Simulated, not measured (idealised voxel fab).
A process module follows: voxel wiring stack.
For reference, the cross-section in this document is cut, with width 285 nm and square cells of 5 nm.
When this document writes out a cross-section, it uses a grid of square cells and lists it as bands, beginning at the top and moving down, with a band standing for one or more rows of cells.
Per band: top height and bottom height in nm, followed by the left-to-right materials and their widths in nm; "throughout" marks a single material spanning edge to edge, "air" marks empty space.
Heights are reckoned from 0. Under this level, the received wafer is all of one material. The bottommost band is open-ended downward, for example "from 0 down".
Top row gets the first number, bottom row gets the second, and each row in between changes by the same step: that is how a band width like "30->40" works.
When a step is marked "no modification", none of the cells in the cross-section changed during that step.
In the "Sealed void list" entry, you get each enclosed empty space of 8 cells or more, one with no open way to the top, written width x height at distance, distance from the left edge, in nm.
Anything after a step's settings on that line? It's the simulator's own note about the step.
The line of a step may include "overlay nm". On a step with a mask, this value is how far to the right of its planned place the mask lay. A negative value means the mask lay to the left.

-- The planned process steps are enumerated hereunder
| 1 | RECEIVE [material Si] |
| 2 | CONFORMAL_DEP [material SiO2] [thk nm 15] |
| 3 | CONFORMAL_DEP [material SiCN] [thk nm 5] |
| 4 | DIRECTIONAL_DEP [material SiO2] [thk nm 25] |
| 5 | MASKED_ETCH [tone open] [mask id METAL_1] [width nm 25] [pitch nm 40] [etch materials SiO2] [depth nm 25] [overlay nm 0] |
| 6 | MASKED_ETCH [tone open] [mask id METAL_1] [width nm 25] [pitch nm 40] [etch materials SiCN] [depth nm 5] [overlay nm 0] |
| 7 | CONFORMAL_DEP [material TiN] [thk nm 5] |
| 8 | FILL_DEP [material Ru] [thk nm 10] |
| 9 | CMP [height nm 45] |
| 10 | EPI [material Ru] [thk nm 5] |
| 11 | FILL_DEP [material SiCN] [thk nm 5] |
| 12 | DIRECTIONAL_DEP [material lowk] [thk nm 35] |
| 13 | MASKED_ETCH [tone open] [mask id METAL_2] [width nm 25] [pitch nm 40] [etch materials lowk] [depth nm 20] [overlay nm 0] |
| 14 | MASKED_ETCH [tone open] [mask id METAL_2_HOLES] [width nm 15] [pitch nm 80] [etch materials lowk] [depth nm 15] [overlay nm 0] |
| 15 | MASKED_ETCH [tone open] [mask id METAL_2_HOLES] [width nm 15] [pitch nm 80] [etch materials SiCN] [depth nm 5] [overlay nm 0] |
| 16 | CONFORMAL_DEP [material TiN] [thk nm 5] |
| 17 | FILL_DEP [material Cu] [thk nm 5] |
| 18 | CMP [height nm 90] |
| 19 | CONFORMAL_DEP [material SiCN] [thk nm 5] |
| 20 | DIRECTIONAL_DEP [material SiO2] [thk nm 10] |
| 21 | DIRECTIONAL_DEP [material aC] [thk nm 15] |
| 22 | PATTERN [tone open] [mask id PLUG_2] [material resist] [width nm 15] [pitch nm 40] [thk nm 35] [overlay nm 0] |
| 23 | DIRECTIONAL_ETCH [etch materials aC] [depth nm 15] |
| 24 | STRIP [etch materials resist] |
| 25 | DIRECTIONAL_ETCH [etch materials SiO2] [depth nm 10] |
| 26 | DIRECTIONAL_ETCH [etch materials SiCN] [depth nm 5] |
| 27 | STRIP [etch materials aC] |
| 28 | EPI [material Ru] [thk nm 10] |
| 29 | EPI [material Ru] [thk nm 5] |
| 30 | CONFORMAL_DEP [material SiN] [thk nm 5] |
| 31 | DIRECTIONAL_DEP [material lowk] [thk nm 20] |
| 32 | DIRECTIONAL_DEP [material aC] [thk nm 10] |
| 33 | PATTERN [tone open] [mask id METAL_3] [material resist] [width nm 25] [pitch nm 40] [thk nm 30] [overlay nm 0] |
| 34 | DIRECTIONAL_ETCH [etch materials aC] [depth nm 10] |
| 35 | STRIP [etch materials resist] |
| 36 | DIRECTIONAL_ETCH [etch materials lowk] [depth nm 20] |
| 37 | DIRECTIONAL_ETCH [etch materials SiN] [depth nm 5] |
| 38 | STRIP [etch materials aC] |
| 39 | CONFORMAL_DEP [material TiN] [thk nm 5] |
| 40 | FILL_DEP [material W] [thk nm 10] |
| 41 | CMP [height nm 130] |
| 42 | CONFORMAL_DEP [material SiCN] [thk nm 5] |
| 43 | DIRECTIONAL_DEP [material lowk] [thk nm 15] |
| 44 | DIRECTIONAL_DEP [material aC] [thk nm 15] |
| 45 | PATTERN [tone open] [mask id PLUG_3] [material resist] [width nm 15] [pitch nm 80] [thk nm 35] [overlay nm 0] |
| 46 | DIRECTIONAL_ETCH [etch materials aC] [depth nm 15] |
| 47 | STRIP [etch materials resist] |
| 48 | DIRECTIONAL_ETCH [etch materials lowk] [depth nm 15] |
| 49 | DIRECTIONAL_ETCH [etch materials SiCN] [depth nm 5] |
| 50 | STRIP [etch materials aC] |
| 51 | EPI [material Ru] [thk nm 10] |
| 52 | EPI [material Ru] [thk nm 10] |
| 53 | DIRECTIONAL_DEP [material TiN] [thk nm 5] |
| 54 | DIRECTIONAL_DEP [material Ru] [thk nm 15] |
| 55 | MASKED_ETCH [tone cover] [mask id METAL_4] [width nm 25] [pitch nm 40] [etch materials Ru] [depth nm 15] [overlay nm 0] |
| 56 | MASKED_ETCH [tone cover] [mask id METAL_4] [width nm 25] [pitch nm 40] [etch materials TiN] [depth nm 5] [overlay nm 0] |
| 57 | CONFORMAL_DEP [material SiCN] [thk nm 5] |
| 58 | FILL_DEP [material lowk] [thk nm 10] |
| 59 | CMP [height nm 170] |
| 60 | CONFORMAL_DEP [material SiCN] [thk nm 5] |

-- So, the first of our two wafers, run just as we planned it

-- Cross-section of the wafer at receipt, which is the condition after step 1
  from 0 down  Si throughout
  Sealed void list: none

-- After step 2: wafer cross-section
  from 15 to 0  SiO2 throughout
  Unchanged below 0.

-- After step 3: wafer cross-section
  from 20 to 15  SiCN throughout
  Unchanged below 15.

-- After step 4: wafer cross-section
  from 45 to 20  SiO2 throughout
  Unchanged below 20.

-- After step 5: wafer cross-section
  from 45 to 20  SiO2 (70) / air (25) / SiO2 (15) / air (25) / SiO2 (15) / air (25) / SiO2 (15) / air (25) / SiO2 (70)
  Unchanged below 20.

-- After step 6: wafer cross-section
  from 45 to 20  SiO2 (70) / air (25) / SiO2 (15) / air (25) / SiO2 (15) / air (25) / SiO2 (15) / air (25) / SiO2 (70)
  from 20 to 15  SiCN (70) / air (25) / SiCN (15) / air (25) / SiCN (15) / air (25) / SiCN (15) / air (25) / SiCN (70)
  Unchanged below 15.

-- After step 7: wafer cross-section
  from 50 to 45  TiN (75) / air (15) / TiN (25) / air (15) / TiN (25) / air (15) / TiN (25) / air (15) / TiN (75)
  from 45 to 20  SiO2 (70) / TiN (5) / air (15) / TiN (5) / SiO2 (15) / TiN (5) / air (15) / TiN (5) / SiO2 (15) / TiN (5) / air (15) / TiN (5) / SiO2 (15) / TiN (5) / air (15) / TiN (5) / SiO2 (70)
  from 20 to 15  SiCN (70) / TiN (25) / SiCN (15) / TiN (25) / SiCN (15) / TiN (25) / SiCN (15) / TiN (25) / SiCN (70)
  Unchanged below 15.

-- After step 8: wafer cross-section
  from 60 to 50  Ru throughout
  from 50 to 45  TiN (75) / Ru (15) / TiN (25) / Ru (15) / TiN (25) / Ru (15) / TiN (25) / Ru (15) / TiN (75)
  from 45 to 20  SiO2 (70) / TiN (5) / Ru (15) / TiN (5) / SiO2 (15) / TiN (5) / Ru (15) / TiN (5) / SiO2 (15) / TiN (5) / Ru (15) / TiN (5) / SiO2 (15) / TiN (5) / Ru (15) / TiN (5) / SiO2 (70)
  Unchanged below 20.

-- After step 9: wafer cross-section
  from 45 to 20  SiO2 (70) / TiN (5) / Ru (15) / TiN (5) / SiO2 (15) / TiN (5) / Ru (15) / TiN (5) / SiO2 (15) / TiN (5) / Ru (15) / TiN (5) / SiO2 (15) / TiN (5) / Ru (15) / TiN (5) / SiO2 (70)
  Unchanged below 20.

-- After step 10: wafer cross-section
  from 50 to 45  air (65) / Ru (35) / air (5) / Ru (35) / air (5) / Ru (35) / air (5) / Ru (35) / air (65)
  Unchanged below 45.

-- After step 11: wafer cross-section
  from 55 to 50  SiCN throughout
  from 50 to 45  SiCN (65) / Ru (35) / SiCN (5) / Ru (35) / SiCN (5) / Ru (35) / SiCN (5) / Ru (35) / SiCN (65)
  Unchanged below 45.

-- After step 12: wafer cross-section
  from 90 to 55  lowk throughout
  Unchanged below 55.

-- After step 13: wafer cross-section
  from 90 to 70  lowk (70) / air (25) / lowk (15) / air (25) / lowk (15) / air (25) / lowk (15) / air (25) / lowk (70)
  Unchanged below 70.

-- After step 14: wafer cross-section
  from 90 to 70  lowk (70) / air (25) / lowk (15) / air (25) / lowk (15) / air (25) / lowk (15) / air (25) / lowk (70)
  from 70 to 55  lowk (70) / air (15) / lowk (65) / air (15) / lowk (120)
  Unchanged below 55.

-- After step 15: wafer cross-section
  from 90 to 70  lowk (70) / air (25) / lowk (15) / air (25) / lowk (15) / air (25) / lowk (15) / air (25) / lowk (70)
  from 70 to 55  lowk (70) / air (15) / lowk (65) / air (15) / lowk (120)
  from 55 to 50  SiCN (70) / air (15) / SiCN (65) / air (15) / SiCN (120)
  Unchanged below 50.

-- After step 16: wafer cross-section
  from 95 to 90  TiN (75) / air (15) / TiN (25) / air (15) / TiN (25) / air (15) / TiN (25) / air (15) / TiN (75)
  from 90 to 75  lowk (70) / TiN (5) / air (15) / TiN (5) / lowk (15) / TiN (5) / air (15) / TiN (5) / lowk (15) / TiN (5) / air (15) / TiN (5) / lowk (15) / TiN (5) / air (15) / TiN (5) / lowk (70)
  from 75 to 70  lowk (70) / TiN (5) / air (5) / TiN (15) / lowk (15) / TiN (25) / lowk (15) / TiN (5) / air (5) / TiN (15) / lowk (15) / TiN (25) / lowk (70)
  from 70 to 55  lowk (70) / TiN (5) / air (5) / TiN (5) / lowk (65) / TiN (5) / air (5) / TiN (5) / lowk (120)
  from 55 to 50  SiCN (70) / TiN (15) / SiCN (65) / TiN (15) / SiCN (120)
  Unchanged below 50.

-- After step 17: wafer cross-section
  from 100 to 95  Cu throughout
  from 95 to 90  TiN (75) / Cu (15) / TiN (25) / Cu (15) / TiN (25) / Cu (15) / TiN (25) / Cu (15) / TiN (75)
  from 90 to 75  lowk (70) / TiN (5) / Cu (15) / TiN (5) / lowk (15) / TiN (5) / Cu (15) / TiN (5) / lowk (15) / TiN (5) / Cu (15) / TiN (5) / lowk (15) / TiN (5) / Cu (15) / TiN (5) / lowk (70)
  from 75 to 70  lowk (70) / TiN (5) / Cu (5) / TiN (15) / lowk (15) / TiN (25) / lowk (15) / TiN (5) / Cu (5) / TiN (15) / lowk (15) / TiN (25) / lowk (70)
  from 70 to 55  lowk (70) / TiN (5) / Cu (5) / TiN (5) / lowk (65) / TiN (5) / Cu (5) / TiN (5) / lowk (120)
  Unchanged below 55.

-- After step 18: wafer cross-section
  from 90 to 75  lowk (70) / TiN (5) / Cu (15) / TiN (5) / lowk (15) / TiN (5) / Cu (15) / TiN (5) / lowk (15) / TiN (5) / Cu (15) / TiN (5) / lowk (15) / TiN (5) / Cu (15) / TiN (5) / lowk (70)
  Unchanged below 75.

-- After step 19: wafer cross-section
  from 95 to 90  SiCN throughout
  Unchanged below 90.

-- After step 20: wafer cross-section
  from 105 to 95  SiO2 throughout
  Unchanged below 95.

-- After step 21: wafer cross-section
  from 120 to 105  aC throughout
  Unchanged below 105.

-- After step 22: wafer cross-section
  from 155 to 120  resist (70) / air (15) / resist (25) / air (15) / resist (25) / air (15) / resist (25) / air (15) / resist (80)
  Unchanged below 120.

-- After step 23: wafer cross-section
  from 140 to 120  resist (70) / air (15) / resist (25) / air (15) / resist (25) / air (15) / resist (25) / air (15) / resist (80)
  from 120 to 105  aC (70) / air (15) / aC (25) / air (15) / aC (25) / air (15) / aC (25) / air (15) / aC (80)
  Unchanged below 105.

-- After step 24: wafer cross-section
  from 120 to 105  aC (70) / air (15) / aC (25) / air (15) / aC (25) / air (15) / aC (25) / air (15) / aC (80)
  Unchanged below 105.

-- After step 25: wafer cross-section
  from 120 to 105  aC (70) / air (15) / aC (25) / air (15) / aC (25) / air (15) / aC (25) / air (15) / aC (80)
  from 105 to 95  SiO2 (70) / air (15) / SiO2 (25) / air (15) / SiO2 (25) / air (15) / SiO2 (25) / air (15) / SiO2 (80)
  Unchanged below 95.

-- After step 26: wafer cross-section
  from 120 to 105  aC (70) / air (15) / aC (25) / air (15) / aC (25) / air (15) / aC (25) / air (15) / aC (80)
  from 105 to 95  SiO2 (70) / air (15) / SiO2 (25) / air (15) / SiO2 (25) / air (15) / SiO2 (25) / air (15) / SiO2 (80)
  from 95 to 90  SiCN (70) / air (15) / SiCN (25) / air (15) / SiCN (25) / air (15) / SiCN (25) / air (15) / SiCN (80)
  Unchanged below 90.

-- After step 27: wafer cross-section
  from 105 to 95  SiO2 (70) / air (15) / SiO2 (25) / air (15) / SiO2 (25) / air (15) / SiO2 (25) / air (15) / SiO2 (80)
  Unchanged below 95.

-- After step 28: wafer cross-section
  from 105 to 100  SiO2 (70) / air (15) / SiO2 (25) / air (15) / SiO2 (25) / air (15) / SiO2 (25) / air (15) / SiO2 (80)
  from 100 to 95  SiO2 (70) / Ru (15) / SiO2 (25) / Ru (15) / SiO2 (25) / Ru (15) / SiO2 (25) / Ru (15) / SiO2 (80)
  from 95 to 90  SiCN (70) / Ru (15) / SiCN (25) / Ru (15) / SiCN (25) / Ru (15) / SiCN (25) / Ru (15) / SiCN (80)
  Unchanged below 90.

-- After step 29: wafer cross-section
  from 105 to 95  SiO2 (70) / Ru (15) / SiO2 (25) / Ru (15) / SiO2 (25) / Ru (15) / SiO2 (25) / Ru (15) / SiO2 (80)
  Unchanged below 95.

-- After step 30: wafer cross-section
  from 110 to 105  SiN throughout
  Unchanged below 105.

-- After step 31: wafer cross-section
  from 130 to 110  lowk throughout
  Unchanged below 110.

-- After step 32: wafer cross-section
  from 140 to 130  aC throughout
  Unchanged below 130.

-- After step 33: wafer cross-section
  from 170 to 140  resist (70) / air (25) / resist (15) / air (25) / resist (15) / air (25) / resist (15) / air (25) / resist (70)
  Unchanged below 140.

-- After step 34: wafer cross-section
  from 160 to 140  resist (70) / air (25) / resist (15) / air (25) / resist (15) / air (25) / resist (15) / air (25) / resist (70)
  from 140 to 130  aC (70) / air (25) / aC (15) / air (25) / aC (15) / air (25) / aC (15) / air (25) / aC (70)
  Unchanged below 130.

-- After step 35: wafer cross-section
  from 140 to 130  aC (70) / air (25) / aC (15) / air (25) / aC (15) / air (25) / aC (15) / air (25) / aC (70)
  Unchanged below 130.

-- After step 36: wafer cross-section
  from 140 to 130  aC (70) / air (25) / aC (15) / air (25) / aC (15) / air (25) / aC (15) / air (25) / aC (70)
  from 130 to 110  lowk (70) / air (25) / lowk (15) / air (25) / lowk (15) / air (25) / lowk (15) / air (25) / lowk (70)
  Unchanged below 110.

-- After step 37: wafer cross-section
  from 140 to 130  aC (70) / air (25) / aC (15) / air (25) / aC (15) / air (25) / aC (15) / air (25) / aC (70)
  from 130 to 110  lowk (70) / air (25) / lowk (15) / air (25) / lowk (15) / air (25) / lowk (15) / air (25) / lowk (70)
  from 110 to 105  SiN (70) / air (25) / SiN (15) / air (25) / SiN (15) / air (25) / SiN (15) / air (25) / SiN (70)
  Unchanged below 105.

-- After step 38: wafer cross-section
  from 130 to 110  lowk (70) / air (25) / lowk (15) / air (25) / lowk (15) / air (25) / lowk (15) / air (25) / lowk (70)
  Unchanged below 110.

-- After step 39: wafer cross-section
  from 135 to 130  TiN (75) / air (15) / TiN (25) / air (15) / TiN (25) / air (15) / TiN (25) / air (15) / TiN (75)
  from 130 to 110  lowk (70) / TiN (5) / air (15) / TiN (5) / lowk (15) / TiN (5) / air (15) / TiN (5) / lowk (15) / TiN (5) / air (15) / TiN (5) / lowk (15) / TiN (5) / air (15) / TiN (5) / lowk (70)
  from 110 to 105  SiN (70) / TiN (25) / SiN (15) / TiN (25) / SiN (15) / TiN (25) / SiN (15) / TiN (25) / SiN (70)
  Unchanged below 105.

-- After step 40: wafer cross-section
  from 145 to 135  W throughout
  from 135 to 130  TiN (75) / W (15) / TiN (25) / W (15) / TiN (25) / W (15) / TiN (25) / W (15) / TiN (75)
  from 130 to 110  lowk (70) / TiN (5) / W (15) / TiN (5) / lowk (15) / TiN (5) / W (15) / TiN (5) / lowk (15) / TiN (5) / W (15) / TiN (5) / lowk (15) / TiN (5) / W (15) / TiN (5) / lowk (70)
  Unchanged below 110.

-- After step 41: wafer cross-section
  from 130 to 110  lowk (70) / TiN (5) / W (15) / TiN (5) / lowk (15) / TiN (5) / W (15) / TiN (5) / lowk (15) / TiN (5) / W (15) / TiN (5) / lowk (15) / TiN (5) / W (15) / TiN (5) / lowk (70)
  Unchanged below 110.

-- After step 42: wafer cross-section
  from 135 to 130  SiCN throughout
  Unchanged below 130.

-- After step 43: wafer cross-section
  from 150 to 135  lowk throughout
  Unchanged below 135.

-- After step 44: wafer cross-section
  from 165 to 150  aC throughout
  Unchanged below 150.

-- After step 45: wafer cross-section
  from 200 to 165  resist (70) / air (15) / resist (65) / air (15) / resist (120)
  Unchanged below 165.

-- After step 46: wafer cross-section
  from 185 to 165  resist (70) / air (15) / resist (65) / air (15) / resist (120)
  from 165 to 150  aC (70) / air (15) / aC (65) / air (15) / aC (120)
  Unchanged below 150.

-- After step 47: wafer cross-section
  from 165 to 150  aC (70) / air (15) / aC (65) / air (15) / aC (120)
  Unchanged below 150.

-- After step 48: wafer cross-section
  from 165 to 150  aC (70) / air (15) / aC (65) / air (15) / aC (120)
  from 150 to 135  lowk (70) / air (15) / lowk (65) / air (15) / lowk (120)
  Unchanged below 135.

-- After step 49: wafer cross-section
  from 165 to 150  aC (70) / air (15) / aC (65) / air (15) / aC (120)
  from 150 to 135  lowk (70) / air (15) / lowk (65) / air (15) / lowk (120)
  from 135 to 130  SiCN (70) / air (15) / SiCN (65) / air (15) / SiCN (120)
  Unchanged below 130.

-- After step 50: wafer cross-section
  from 150 to 135  lowk (70) / air (15) / lowk (65) / air (15) / lowk (120)
  Unchanged below 135.

-- After step 51: wafer cross-section
  from 150 to 140  lowk (70) / air (15) / lowk (65) / air (15) / lowk (120)
  from 140 to 135  lowk (70) / Ru (15) / lowk (65) / Ru (15) / lowk (120)
  from 135 to 130  SiCN (70) / Ru (15) / SiCN (65) / Ru (15) / SiCN (120)
  Unchanged below 130.

-- After step 52: wafer cross-section
  from 150 to 135  lowk (70) / Ru (15) / lowk (65) / Ru (15) / lowk (120)
  Unchanged below 135.

-- After step 53: wafer cross-section
  from 155 to 150  TiN throughout
  Unchanged below 150.

-- After step 54: wafer cross-section
  from 170 to 155  Ru throughout
  Unchanged below 155.

-- After step 55: wafer cross-section
  from 170 to 155  air (70) / Ru (25) / air (15) / Ru (25) / air (15) / Ru (25) / air (15) / Ru (25) / air (70)
  Unchanged below 155.

-- After step 56: wafer cross-section
  from 170 to 155  air (70) / Ru (25) / air (15) / Ru (25) / air (15) / Ru (25) / air (15) / Ru (25) / air (70)
  from 155 to 150  air (70) / TiN (25) / air (15) / TiN (25) / air (15) / TiN (25) / air (15) / TiN (25) / air (70)
  Unchanged below 150.

-- After step 57: wafer cross-section
  from 175 to 170  air (65) / SiCN (35) / air (5) / SiCN (35) / air (5) / SiCN (35) / air (5) / SiCN (35) / air (65)
  from 170 to 155  air (65) / SiCN (5) / Ru (25) / SiCN (5) / air (5) / SiCN (5) / Ru (25) / SiCN (5) / air (5) / SiCN (5) / Ru (25) / SiCN (5) / air (5) / SiCN (5) / Ru (25) / SiCN (5) / air (65)
  from 155 to 150  SiCN (70) / TiN (25) / SiCN (15) / TiN (25) / SiCN (15) / TiN (25) / SiCN (15) / TiN (25) / SiCN (70)
  Unchanged below 150.

-- After step 58: wafer cross-section
  from 185 to 175  lowk throughout
  from 175 to 170  lowk (65) / SiCN (35) / lowk (5) / SiCN (35) / lowk (5) / SiCN (35) / lowk (5) / SiCN (35) / lowk (65)
  from 170 to 155  lowk (65) / SiCN (5) / Ru (25) / SiCN (5) / lowk (5) / SiCN (5) / Ru (25) / SiCN (5) / lowk (5) / SiCN (5) / Ru (25) / SiCN (5) / lowk (5) / SiCN (5) / Ru (25) / SiCN (5) / lowk (65)
  Unchanged below 155.

-- After step 59: wafer cross-section
  from 170 to 155  lowk (65) / SiCN (5) / Ru (25) / SiCN (5) / lowk (5) / SiCN (5) / Ru (25) / SiCN (5) / lowk (5) / SiCN (5) / Ru (25) / SiCN (5) / lowk (5) / SiCN (5) / Ru (25) / SiCN (5) / lowk (65)
  Unchanged below 155.

-- After step 60: wafer cross-section
  from 175 to 170  SiCN throughout
  Unchanged below 170.

-- Second wafer, same starting conditions and recipe as the first, one mistake in executing it, nothing differs from the first up to and including step 20

-- Second wafer, cross-section, planned end of step 21
  from 120 to 105  TiN throughout
  Unchanged below 105.

-- Second wafer, cross-section, planned end of step 22
  from 155 to 120  resist (70) / air (15) / resist (25) / air (15) / resist (25) / air (15) / resist (25) / air (15) / resist (80)
  Unchanged below 120.

-- Second wafer, cross-section, planned end of step 23
  from 140 to 120  resist (70) / air (15) / resist (25) / air (15) / resist (25) / air (15) / resist (25) / air (15) / resist (80)
  Unchanged below 120.

-- Second wafer, cross-section, planned end of step 24
  from 120 to 105  TiN throughout
  Unchanged below 105.

Second wafer, cross-section, planned end of step 25: no modification

Second wafer, cross-section, planned end of step 26: no modification

Second wafer, cross-section, planned end of step 27: no modification

-- Second wafer, cross-section, planned end of step 28
  from 130 to 120  Ru throughout
  Unchanged below 120.

-- Second wafer, cross-section, planned end of step 29
  from 135 to 120  Ru throughout
  Unchanged below 120.

-- Second wafer, cross-section, planned end of step 30
  from 140 to 135  SiN throughout
  Unchanged below 135.

-- Second wafer, cross-section, planned end of step 31
  from 160 to 140  lowk throughout
  Unchanged below 140.

-- Second wafer, cross-section, planned end of step 32
  from 170 to 160  aC throughout
  Unchanged below 160.

-- Second wafer, cross-section, planned end of step 33
  from 200 to 170  resist (70) / air (25) / resist (15) / air (25) / resist (15) / air (25) / resist (15) / air (25) / resist (70)
  Unchanged below 170.

-- Second wafer, cross-section, planned end of step 34
  from 190 to 170  resist (70) / air (25) / resist (15) / air (25) / resist (15) / air (25) / resist (15) / air (25) / resist (70)
  from 170 to 160  aC (70) / air (25) / aC (15) / air (25) / aC (15) / air (25) / aC (15) / air (25) / aC (70)
  Unchanged below 160.

-- Second wafer, cross-section, planned end of step 35
  from 170 to 160  aC (70) / air (25) / aC (15) / air (25) / aC (15) / air (25) / aC (15) / air (25) / aC (70)
  Unchanged below 160.

-- Second wafer, cross-section, planned end of step 36
  from 170 to 160  aC (70) / air (25) / aC (15) / air (25) / aC (15) / air (25) / aC (15) / air (25) / aC (70)
  from 160 to 140  lowk (70) / air (25) / lowk (15) / air (25) / lowk (15) / air (25) / lowk (15) / air (25) / lowk (70)
  Unchanged below 140.

-- Second wafer, cross-section, planned end of step 37
  from 170 to 160  aC (70) / air (25) / aC (15) / air (25) / aC (15) / air (25) / aC (15) / air (25) / aC (70)
  from 160 to 140  lowk (70) / air (25) / lowk (15) / air (25) / lowk (15) / air (25) / lowk (15) / air (25) / lowk (70)
  from 140 to 135  SiN (70) / air (25) / SiN (15) / air (25) / SiN (15) / air (25) / SiN (15) / air (25) / SiN (70)
  Unchanged below 135.

-- Second wafer, cross-section, planned end of step 38
  from 160 to 140  lowk (70) / air (25) / lowk (15) / air (25) / lowk (15) / air (25) / lowk (15) / air (25) / lowk (70)
  Unchanged below 140.

-- Second wafer, cross-section, planned end of step 39
  from 165 to 160  TiN (75) / air (15) / TiN (25) / air (15) / TiN (25) / air (15) / TiN (25) / air (15) / TiN (75)
  from 160 to 140  lowk (70) / TiN (5) / air (15) / TiN (5) / lowk (15) / TiN (5) / air (15) / TiN (5) / lowk (15) / TiN (5) / air (15) / TiN (5) / lowk (15) / TiN (5) / air (15) / TiN (5) / lowk (70)
  from 140 to 135  SiN (70) / TiN (25) / SiN (15) / TiN (25) / SiN (15) / TiN (25) / SiN (15) / TiN (25) / SiN (70)
  Unchanged below 135.

-- Second wafer, cross-section, planned end of step 40
  from 175 to 165  W throughout
  from 165 to 160  TiN (75) / W (15) / TiN (25) / W (15) / TiN (25) / W (15) / TiN (25) / W (15) / TiN (75)
  from 160 to 140  lowk (70) / TiN (5) / W (15) / TiN (5) / lowk (15) / TiN (5) / W (15) / TiN (5) / lowk (15) / TiN (5) / W (15) / TiN (5) / lowk (15) / TiN (5) / W (15) / TiN (5) / lowk (70)
  Unchanged below 140.

-- Second wafer, cross-section, planned end of step 41
  from 130 to 120  Ru throughout
  Unchanged below 120.

-- Second wafer, cross-section, planned end of step 42
  from 135 to 130  SiCN throughout
  Unchanged below 130.

-- Second wafer, cross-section, planned end of step 43
  from 150 to 135  lowk throughout
  Unchanged below 135.

-- Second wafer, cross-section, planned end of step 44
  from 165 to 150  aC throughout
  Unchanged below 150.

-- Second wafer, cross-section, planned end of step 45
  from 200 to 165  resist (70) / air (15) / resist (65) / air (15) / resist (120)
  Unchanged below 165.

-- Second wafer, cross-section, planned end of step 46
  from 185 to 165  resist (70) / air (15) / resist (65) / air (15) / resist (120)
  from 165 to 150  aC (70) / air (15) / aC (65) / air (15) / aC (120)
  Unchanged below 150.

-- Second wafer, cross-section, planned end of step 47
  from 165 to 150  aC (70) / air (15) / aC (65) / air (15) / aC (120)
  Unchanged below 150.

-- Second wafer, cross-section, planned end of step 48
  from 165 to 150  aC (70) / air (15) / aC (65) / air (15) / aC (120)
  from 150 to 135  lowk (70) / air (15) / lowk (65) / air (15) / lowk (120)
  Unchanged below 135.

-- Second wafer, cross-section, planned end of step 49
  from 165 to 150  aC (70) / air (15) / aC (65) / air (15) / aC (120)
  from 150 to 135  lowk (70) / air (15) / lowk (65) / air (15) / lowk (120)
  from 135 to 130  SiCN (70) / air (15) / SiCN (65) / air (15) / SiCN (120)
  Unchanged below 130.

-- Second wafer, cross-section, planned end of step 50
  from 150 to 135  lowk (70) / air (15) / lowk (65) / air (15) / lowk (120)
  Unchanged below 135.

-- Second wafer, cross-section, planned end of step 51
  from 150 to 140  lowk (70) / air (15) / lowk (65) / air (15) / lowk (120)
  from 140 to 135  lowk (70) / Ru (15) / lowk (65) / Ru (15) / lowk (120)
  from 135 to 130  SiCN (70) / Ru (15) / SiCN (65) / Ru (15) / SiCN (120)
  Unchanged below 130.

-- Second wafer, cross-section, planned end of step 52
  from 150 to 135  lowk (70) / Ru (15) / lowk (65) / Ru (15) / lowk (120)
  Unchanged below 135.

-- Second wafer, cross-section, planned end of step 53
  from 155 to 150  TiN throughout
  Unchanged below 150.

-- Second wafer, cross-section, planned end of step 54
  from 170 to 155  Ru throughout
  Unchanged below 155.

-- Second wafer, cross-section, planned end of step 55
  from 170 to 155  air (70) / Ru (25) / air (15) / Ru (25) / air (15) / Ru (25) / air (15) / Ru (25) / air (70)
  Unchanged below 155.

-- Second wafer, cross-section, planned end of step 56
  from 170 to 155  air (70) / Ru (25) / air (15) / Ru (25) / air (15) / Ru (25) / air (15) / Ru (25) / air (70)
  from 155 to 150  air (70) / TiN (25) / air (15) / TiN (25) / air (15) / TiN (25) / air (15) / TiN (25) / air (70)
  Unchanged below 150.

-- Second wafer, cross-section, planned end of step 57
  from 175 to 170  air (65) / SiCN (35) / air (5) / SiCN (35) / air (5) / SiCN (35) / air (5) / SiCN (35) / air (65)
  from 170 to 155  air (65) / SiCN (5) / Ru (25) / SiCN (5) / air (5) / SiCN (5) / Ru (25) / SiCN (5) / air (5) / SiCN (5) / Ru (25) / SiCN (5) / air (5) / SiCN (5) / Ru (25) / SiCN (5) / air (65)
  from 155 to 150  SiCN (70) / TiN (25) / SiCN (15) / TiN (25) / SiCN (15) / TiN (25) / SiCN (15) / TiN (25) / SiCN (70)
  Unchanged below 150.

-- Second wafer, cross-section, planned end of step 58
  from 185 to 175  lowk throughout
  from 175 to 170  lowk (65) / SiCN (35) / lowk (5) / SiCN (35) / lowk (5) / SiCN (35) / lowk (5) / SiCN (35) / lowk (65)
  from 170 to 155  lowk (65) / SiCN (5) / Ru (25) / SiCN (5) / lowk (5) / SiCN (5) / Ru (25) / SiCN (5) / lowk (5) / SiCN (5) / Ru (25) / SiCN (5) / lowk (5) / SiCN (5) / Ru (25) / SiCN (5) / lowk (65)
  Unchanged below 155.

-- Second wafer, cross-section, planned end of step 59
  from 170 to 155  lowk (65) / SiCN (5) / Ru (25) / SiCN (5) / lowk (5) / SiCN (5) / Ru (25) / SiCN (5) / lowk (5) / SiCN (5) / Ru (25) / SiCN (5) / lowk (5) / SiCN (5) / Ru (25) / SiCN (5) / lowk (65)
  Unchanged below 155.

-- Second wafer, cross-section, planned end of step 60
  from 175 to 170  SiCN throughout
  Unchanged below 170.
The plan and the run diverged here: step 21 did not happen as planned, as run it was DIRECTIONAL_DEP [material TiN] [thk nm 15]
The final cell counts differ between the wafers, with the second having more or fewer of some materials than the first: 78 more of Ru, 12 more of SiCN, 37 fewer of SiN, 24 more of SiO2, 119 more of TiN, 48 fewer of W, 148 fewer of lowk
